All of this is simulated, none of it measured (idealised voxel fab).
Process module in this document: voxel capacitor over wiring
This is section cut - it's 140 nm across, gridded in 5 nm square cells.
A cross-section in this document is a grid of square cells, and it is written down as bands, the top band listed before the ones below it; a band is made up of one or more rows of cells. In this notation a band is specified by the heights of its top and bottom, in that order and in nm, after which its materials appear from left to right, each paired with its width in nm. The word "throughout" attached to a single material means that material fills the band from edge to edge; the word "air" stands for empty space. Height reference: 0 = level under which incoming wafer is all one material. Lowest band: no bottom, runs on downward, e.g. "z 0 and below". Width: "30..40" (first number = top row, second number = bottom row, same change from row to row of cells). "no change occurred" after a step means that no cell of the cross-section changed. Look at "Closed internal voids" for the closed voids: empty spaces with no open path to the top, sized 8 cells or up. Each is width x height at distance, distance from the left edge, all nm. Anything after a step's settings on that line? It's the simulator's own note about the step. overlay nm: mask right of planned place by this much (step with mask). Neg. = left.
**plan**
1: RECEIVE [material Si]
2: CONFORMAL_DEP [material SiO2] [thk nm 15]
3: DIRECTIONAL_DEP [material TiN] [thk nm 5]
4: DIRECTIONAL_DEP [material W] [thk nm 25]
5: MASKED_ETCH [tone cover] [mask id METAL_1] [width nm 20] [pitch nm 75] [etch materials W] [depth nm 25] [overlay nm 0]
6: MASKED_ETCH [tone cover] [mask id METAL_1] [width nm 20] [pitch nm 75] [etch materials TiN] [depth nm 5] [overlay nm 0]
7: FILL_DEP [material lowk] [thk nm 5]
8: CMP [height nm 45]
9: CONFORMAL_DEP [material SiCN] [thk nm 5]
10: DIRECTIONAL_DEP [material lowk] [thk nm 15]
11: PATTERN [tone open] [mask id PLUG_1] [material resist] [width nm 15] [thk nm 20] [overlay nm 0]
12: DIRECTIONAL_ETCH [etch materials lowk] [depth nm 15]
13: DIRECTIONAL_ETCH [etch materials SiCN] [depth nm 5]
14: STRIP [etch materials resist]
15: EPI [material Ru] [thk nm 10]
16: EPI [material Ru] [thk nm 10]
17: DIRECTIONAL_DEP [material TiN] [thk nm 5]
18: DIRECTIONAL_DEP [material SiN] [thk nm 5]
19: DIRECTIONAL_DEP [material TiN] [thk nm 10]
20: PATTERN [tone cover] [mask id UPPER_PLATE] [material resist] [width nm 60] [thk nm 20] [overlay nm 0]
21: DIRECTIONAL_ETCH [etch materials TiN] [depth nm 10]
22: DIRECTIONAL_ETCH [etch materials SiN] [depth nm 5]
23: STRIP [etch materials resist]
24: DIRECTIONAL_DEP [material aC] [thk nm 10]
25: PATTERN [tone cover] [mask id LOWER_PLATE] [material resist] [width nm 70] [thk nm 30] [overlay nm 0]
26: DIRECTIONAL_ETCH [etch materials aC] [depth nm 10]
27: STRIP [etch materials resist]
28: DIRECTIONAL_ETCH [etch materials TiN] [depth nm 5]
29: STRIP [etch materials aC]
30: FILL_DEP [material SiO2] [thk nm 15]
31: CMP [height nm 95]
32: MASKED_ETCH [tone open] [mask id PLUG_2] [width nm 15] [etch materials SiO2] [depth nm 10] [overlay nm 0]
33: CONFORMAL_DEP [material TiN] [thk nm 5]
34: FILL_DEP [material Cu] [thk nm 5]
35: CMP [height nm 95]
36: CONFORMAL_DEP [material SiCN] [thk nm 5]
**First wafer out of two, processed as planned**
**Here's what the wafer looked like in cross-section when it arrived - that's after step 1**
* z 0 and below  Si throughout
* Closed internal voids: none
**Step 2 complete: cross-section through the wafer**
* z 15 to 0  SiO2 throughout
* Everything under 0 stays put, no change at all.
**Step 3 complete: cross-section through the wafer**
* z 20 to 15  TiN throughout
* Everything under 15 stays put, no change at all.
**Step 4 complete: cross-section through the wafer**
* z 45 to 20  W throughout
* Everything under 20 stays put, no change at all.
**Step 5 complete: cross-section through the wafer**
* z 45 to 20  air 20, W 20, air 55, W 20, air 25
* Everything under 20 stays put, no change at all.
**Step 6 complete: cross-section through the wafer**
* z 45 to 20  air 20, W 20, air 55, W 20, air 25
* z 20 to 15  air 20, TiN 20, air 55, TiN 20, air 25
* Everything under 15 stays put, no change at all.
**Step 7 complete: cross-section through the wafer**
* z 50 to 45  lowk throughout
* z 45 to 20  lowk 20, W 20, lowk 55, W 20, lowk 25
* z 20 to 15  lowk 20, TiN 20, lowk 55, TiN 20, lowk 25
* Everything under 15 stays put, no change at all.
**Step 8 complete: cross-section through the wafer**
* z 45 to 20  lowk 20, W 20, lowk 55, W 20, lowk 25
* Everything under 20 stays put, no change at all.
**Step 9 complete: cross-section through the wafer**
* z 50 to 45  SiCN throughout
* Everything under 45 stays put, no change at all.
**Step 10 complete: cross-section through the wafer**
* z 65 to 50  lowk throughout
* Everything under 50 stays put, no change at all.
**Step 11 complete: cross-section through the wafer**
* z 85 to 65  resist 25, air 15, resist 100
* Everything under 65 stays put, no change at all.
**Step 12 complete: cross-section through the wafer**
* z 85 to 65  resist 25, air 15, resist 100
* z 65 to 50  lowk 25, air 15, lowk 100
* Everything under 50 stays put, no change at all.
**Step 13 complete: cross-section through the wafer**
* z 85 to 65  resist 25, air 15, resist 100
* z 65 to 50  lowk 25, air 15, lowk 100
* z 50 to 45  SiCN 25, air 15, SiCN 100
* Everything under 45 stays put, no change at all.
**Step 14 complete: cross-section through the wafer**
* z 65 to 50  lowk 25, air 15, lowk 100
* Everything under 50 stays put, no change at all.
**Step 15 complete: cross-section through the wafer**
* z 65 to 55  lowk 25, air 15, lowk 100
* z 55 to 50  lowk 25, Ru 15, lowk 100
* z 50 to 45  SiCN 25, Ru 15, SiCN 100
* Everything under 45 stays put, no change at all.
**Step 16 complete: cross-section through the wafer**
* z 65 to 50  lowk 25, Ru 15, lowk 100
* Everything under 50 stays put, no change at all.
**Step 17 complete: cross-section through the wafer**
* z 70 to 65  TiN throughout
* Everything under 65 stays put, no change at all.
**Step 18 complete: cross-section through the wafer**
* z 75 to 70  SiN throughout
* Everything under 70 stays put, no change at all.
**Step 19 complete: cross-section through the wafer**
* z 85 to 75  TiN throughout
* Everything under 75 stays put, no change at all.
**Step 20 complete: cross-section through the wafer**
* z 105 to 85  air 25, resist 60, air 55
* Everything under 85 stays put, no change at all.
**Step 21 complete: cross-section through the wafer**
* z 105 to 85  air 25, resist 60, air 55
* z 85 to 75  air 25, TiN 60, air 55
* Everything under 75 stays put, no change at all.
**Step 22 complete: cross-section through the wafer**
* z 105 to 85  air 25, resist 60, air 55
* z 85 to 75  air 25, TiN 60, air 55
* z 75 to 70  air 25, SiN 60, air 55
* Everything under 70 stays put, no change at all.
**Step 23 complete: cross-section through the wafer**
* z 85 to 75  air 25, TiN 60, air 55
* Everything under 75 stays put, no change at all.
**Step 24 complete: cross-section through the wafer**
* z 95 to 85  air 25, aC 60, air 55
* z 85 to 80  air 25, TiN 60, air 55
* z 80 to 75  aC 25, TiN 60, aC 55
* z 75 to 70  aC 25, SiN 60, aC 55
* Everything under 70 stays put, no change at all.
**Step 25 complete: cross-section through the wafer**
* z 125 to 95  air 20, resist 70, air 50
* z 95 to 85  air 20, resist 5, aC 60, resist 5, air 50
* z 85 to 80  air 20, resist 5, TiN 60, resist 5, air 50
* Everything under 80 stays put, no change at all.
**Step 26 complete: cross-section through the wafer**
* z 115 to 95  air 20, resist 70, air 50
* z 95 to 85  air 20, resist 5, aC 60, resist 5, air 50
* z 85 to 80  air 20, resist 5, TiN 60, resist 5, air 50
* z 80 to 75  air 20, aC 5, TiN 60, aC 5, air 50
* z 75 to 70  air 20, aC 5, SiN 60, aC 5, air 50
* Everything under 70 stays put, no change at all.
**Step 27 complete: cross-section through the wafer**
* z 95 to 85  air 25, aC 60, air 55
* z 85 to 80  air 25, TiN 60, air 55
* Everything under 80 stays put, no change at all.
**Step 28 complete: cross-section through the wafer**
* z 95 to 85  air 25, aC 60, air 55
* z 85 to 80  air 25, TiN 60, air 55
* z 80 to 75  air 20, aC 5, TiN 60, aC 5, air 50
* z 75 to 70  air 20, aC 5, SiN 60, aC 5, air 50
* z 70 to 65  air 20, TiN 70, air 50
* Everything under 65 stays put, no change at all.
**Step 29 complete: cross-section through the wafer**
* z 85 to 75  air 25, TiN 60, air 55
* z 75 to 70  air 25, SiN 60, air 55
* Everything under 70 stays put, no change at all.
**Step 30 complete: cross-section through the wafer**
* z 100 to 85  SiO2 throughout
* z 85 to 75  SiO2 25, TiN 60, SiO2 55
* z 75 to 70  SiO2 25, SiN 60, SiO2 55
* z 70 to 65  SiO2 20, TiN 70, SiO2 50
* Everything under 65 stays put, no change at all.
**Step 31 complete: cross-section through the wafer**
* z 95 to 85  SiO2 throughout
* Everything under 85 stays put, no change at all.
**Step 32 complete: cross-section through the wafer**
* z 95 to 85  SiO2 35, air 15, SiO2 90
* Everything under 85 stays put, no change at all.
**Step 33 complete: cross-section through the wafer**
* z 100 to 95  TiN 40, air 5, TiN 95
* z 95 to 90  SiO2 35, TiN 5, air 5, TiN 5, SiO2 90
* z 90 to 85  SiO2 35, TiN 15, SiO2 90
* Everything under 85 stays put, no change at all.
**Step 34 complete: cross-section through the wafer**
* z 105 to 100  Cu throughout
* z 100 to 95  TiN 40, Cu 5, TiN 95
* z 95 to 90  SiO2 35, TiN 5, Cu 5, TiN 5, SiO2 90
* Everything under 90 stays put, no change at all.
**Step 35 complete: cross-section through the wafer**
* z 95 to 90  SiO2 35, TiN 5, Cu 5, TiN 5, SiO2 90
* Everything under 90 stays put, no change at all.
**Step 36 complete: cross-section through the wafer**
* z 100 to 95  SiCN throughout
* Everything under 95 stays put, no change at all.
**For the second wafer, take the first wafer's start and plan, then add one mistake made in running it; everything through step 10, that step included, is shared with the first**
**Cross-section of the second wafer corresponding to the planned conclusion of step 11**
* z 85 to 65  air 25, resist 15, air 100
* Everything under 65 stays put, no change at all.
**Cross-section of the second wafer corresponding to the planned conclusion of step 12**
* z 85 to 65  air 25, resist 15, air 100
* z 65 to 50  air 25, lowk 15, air 100
* Everything under 50 stays put, no change at all.
**Cross-section of the second wafer corresponding to the planned conclusion of step 13**
* z 85 to 65  air 25, resist 15, air 100
* z 65 to 50  air 25, lowk 15, air 100
* z 50 to 45  air 25, SiCN 15, air 100
* Everything under 45 stays put, no change at all.
**Cross-section of the second wafer corresponding to the planned conclusion of step 14**
* z 65 to 50  air 25, lowk 15, air 100
* Everything under 50 stays put, no change at all.
**Cross-section of the second wafer corresponding to the planned conclusion of step 15**
* z 65 to 55  air 25, lowk 15, air 100
* z 55 to 50  air 10, Ru 15, lowk 15, air 45, Ru 40, air 15
* z 50 to 45  air 10, Ru 15, SiCN 15, air 45, Ru 40, air 15
* Everything under 45 stays put, no change at all.
**Cross-section of the second wafer corresponding to the planned conclusion of step 16**
* z 65 to 50  Ru 25, lowk 15, air 35, Ru 60, air 5
* z 50 to 45  Ru 25, SiCN 15, air 35, Ru 60, air 5
* Everything under 45 stays put, no change at all.
**Cross-section of the second wafer corresponding to the planned conclusion of step 17**
* z 70 to 65  TiN 40, air 35, TiN 60, air 5
* z 65 to 50  Ru 25, lowk 15, air 35, Ru 60, air 5
* z 50 to 45  Ru 25, SiCN 15, TiN 35, Ru 60, TiN 5
* Everything under 45 stays put, no change at all.
**Cross-section of the second wafer corresponding to the planned conclusion of step 18**
* z 75 to 70  SiN 40, air 35, SiN 60, air 5
* z 70 to 65  TiN 40, air 35, TiN 60, air 5
* z 65 to 55  Ru 25, lowk 15, air 35, Ru 60, air 5
* z 55 to 50  Ru 25, lowk 15, SiN 35, Ru 60, SiN 5
* Everything under 50 stays put, no change at all.
**Cross-section of the second wafer corresponding to the planned conclusion of step 19**
* z 85 to 75  TiN 40, air 35, TiN 60, air 5
* z 75 to 70  SiN 40, air 35, SiN 60, air 5
* z 70 to 65  TiN 40, air 35, TiN 60, air 5
* z 65 to 55  Ru 25, lowk 15, TiN 35, Ru 60, TiN 5
* Everything under 55 stays put, no change at all.
**Cross-section of the second wafer corresponding to the planned conclusion of step 20**
* z 105 to 85  air 25, resist 60, air 55
* z 85 to 75  TiN 40, resist 35, TiN 60, air 5
* z 75 to 70  SiN 40, resist 35, SiN 60, air 5
* z 70 to 65  TiN 40, resist 35, TiN 60, air 5
* Everything under 65 stays put, no change at all.
**Cross-section of the second wafer corresponding to the planned conclusion of step 21**
* z 105 to 85  air 25, resist 60, air 55
* z 85 to 75  air 25, TiN 15, resist 35, TiN 10, air 55
* z 75 to 70  SiN 40, resist 35, SiN 60, air 5
* z 70 to 65  TiN 40, resist 35, TiN 60, air 5
* z 65 to 55  Ru 25, lowk 15, TiN 35, Ru 60, air 5
* Everything under 55 stays put, no change at all.
**Cross-section of the second wafer corresponding to the planned conclusion of step 22**
* z 105 to 85  air 25, resist 60, air 55
* z 85 to 75  air 25, TiN 15, resist 35, TiN 10, air 55
* z 75 to 70  air 25, SiN 15, resist 35, SiN 10, air 55
* z 70 to 65  TiN 40, resist 35, TiN 60, air 5
* z 65 to 55  Ru 25, lowk 15, TiN 35, Ru 60, air 5
* z 55 to 50  Ru 25, lowk 15, SiN 35, Ru 60, air 5
* Everything under 50 stays put, no change at all.
**Cross-section of the second wafer corresponding to the planned conclusion of step 23**
* z 85 to 75  air 25, TiN 15, air 35, TiN 10, air 55
* z 75 to 70  air 25, SiN 15, air 35, SiN 10, air 55
* z 70 to 65  TiN 40, air 35, TiN 60, air 5
* Everything under 65 stays put, no change at all.
**Cross-section of the second wafer corresponding to the planned conclusion of step 24**
* z 95 to 85  air 25, aC 15, air 35, aC 10, air 55
* z 85 to 80  air 25, TiN 15, air 35, TiN 10, air 55
* z 80 to 75  aC 25, TiN 15, air 35, TiN 10, aC 50, air 5
* z 75 to 70  aC 25, SiN 15, aC 35, SiN 10, aC 50, air 5
* z 70 to 65  TiN 40, aC 35, TiN 60, air 5
* z 65 to 60  Ru 25, lowk 15, TiN 35, Ru 60, air 5
* z 60 to 55  Ru 25, lowk 15, TiN 35, Ru 60, aC 5
* z 55 to 50  Ru 25, lowk 15, SiN 35, Ru 60, aC 5
* Everything under 50 stays put, no change at all.
**Cross-section of the second wafer corresponding to the planned conclusion of step 25**
* z 125 to 95  air 20, resist 70, air 50
* z 95 to 85  air 20, resist 5, aC 15, resist 35, aC 10, resist 5, air 50
* z 85 to 80  air 20, resist 5, TiN 15, resist 35, TiN 10, resist 5, air 50
* z 80 to 75  aC 25, TiN 15, resist 35, TiN 10, aC 50, air 5
* Everything under 75 stays put, no change at all.
**Cross-section of the second wafer corresponding to the planned conclusion of step 26**
* z 115 to 95  air 20, resist 70, air 50
* z 95 to 85  air 20, resist 5, aC 15, resist 35, aC 10, resist 5, air 50
* z 85 to 80  air 20, resist 5, TiN 15, resist 35, TiN 10, resist 5, air 50
* z 80 to 75  air 20, aC 5, TiN 15, resist 35, TiN 10, aC 5, air 50
* z 75 to 70  air 20, aC 5, SiN 15, aC 35, SiN 10, aC 5, air 50
* z 70 to 65  TiN 40, aC 35, TiN 60, air 5
* z 65 to 55  Ru 25, lowk 15, TiN 35, Ru 60, air 5
* z 55 to 50  Ru 25, lowk 15, SiN 35, Ru 60, air 5
* Everything under 50 stays put, no change at all.
**Cross-section of the second wafer corresponding to the planned conclusion of step 27**
* z 95 to 85  air 25, aC 15, air 35, aC 10, air 55
* z 85 to 80  air 25, TiN 15, air 35, TiN 10, air 55
* z 80 to 75  air 20, aC 5, TiN 15, air 35, TiN 10, aC 5, air 50
* Everything under 75 stays put, no change at all.
**Cross-section of the second wafer corresponding to the planned conclusion of step 28**
* z 95 to 85  air 25, aC 15, air 35, aC 10, air 55
* z 85 to 80  air 25, TiN 15, air 35, TiN 10, air 55
* z 80 to 75  air 20, aC 5, TiN 15, air 35, TiN 10, aC 5, air 50
* z 75 to 70  air 20, aC 5, SiN 15, aC 35, SiN 10, aC 5, air 50
* z 70 to 65  air 20, TiN 20, aC 35, TiN 15, air 50
* z 65 to 55  Ru 25, lowk 15, TiN 35, Ru 60, air 5
* z 55 to 50  Ru 25, lowk 15, SiN 35, Ru 60, air 5
* z 50 to 45  Ru 25, SiCN 15, TiN 35, Ru 60, air 5
* Everything under 45 stays put, no change at all.
**Cross-section of the second wafer corresponding to the planned conclusion of step 29**
* z 85 to 75  air 25, TiN 15, air 35, TiN 10, air 55
* z 75 to 70  air 25, SiN 15, air 35, SiN 10, air 55
* z 70 to 65  air 20, TiN 20, air 35, TiN 15, air 50
* Everything under 65 stays put, no change at all.
**Cross-section of the second wafer corresponding to the planned conclusion of step 30**
* z 100 to 85  SiO2 throughout
* z 85 to 75  SiO2 25, TiN 15, SiO2 35, TiN 10, SiO2 55
* z 75 to 70  SiO2 25, SiN 15, SiO2 35, SiN 10, SiO2 55
* z 70 to 65  SiO2 20, TiN 20, SiO2 35, TiN 15, SiO2 50
* z 65 to 55  Ru 25, lowk 15, TiN 35, Ru 60, SiO2 5
* z 55 to 50  Ru 25, lowk 15, SiN 35, Ru 60, SiO2 5
* z 50 to 45  Ru 25, SiCN 15, TiN 35, Ru 60, SiO2 5
* Everything under 45 stays put, no change at all.
**Cross-section of the second wafer corresponding to the planned conclusion of step 31**
* z 95 to 85  SiO2 throughout
* Everything under 85 stays put, no change at all.
**Cross-section of the second wafer corresponding to the planned conclusion of step 32**
* z 95 to 85  SiO2 35, air 15, SiO2 90
* Everything under 85 stays put, no change at all.
**Cross-section of the second wafer corresponding to the planned conclusion of step 33**
* z 100 to 95  TiN 40, air 5, TiN 95
* z 95 to 90  SiO2 35, TiN 5, air 5, TiN 5, SiO2 90
* z 90 to 85  SiO2 35, TiN 15, SiO2 90
* Everything under 85 stays put, no change at all.
**Cross-section of the second wafer corresponding to the planned conclusion of step 34**
* z 105 to 100  Cu throughout
* z 100 to 95  TiN 40, Cu 5, TiN 95
* z 95 to 90  SiO2 35, TiN 5, Cu 5, TiN 5, SiO2 90
* Everything under 90 stays put, no change at all.
**Cross-section of the second wafer corresponding to the planned conclusion of step 35**
* z 95 to 90  SiO2 35, TiN 5, Cu 5, TiN 5, SiO2 90
* Everything under 90 stays put, no change at all.
**Cross-section of the second wafer corresponding to the planned conclusion of step 36**
* z 100 to 95  SiCN throughout
* Everything under 95 stays put, no change at all.
It is concluded that the wafer was processed incorrectly with respect to the plan, in that step 11: run off-plan, actual operation and settings PATTERN [tone cover] [mask id PLUG_1] [material resist] [width nm 15] [thk nm 20] [overlay nm 0]
Heads up, by the end the second wafer has more or fewer cells of some materials compared to the first: 56 more of Ru, 22 fewer of SiCN, 32 more of SiO2, 66 fewer of lowk
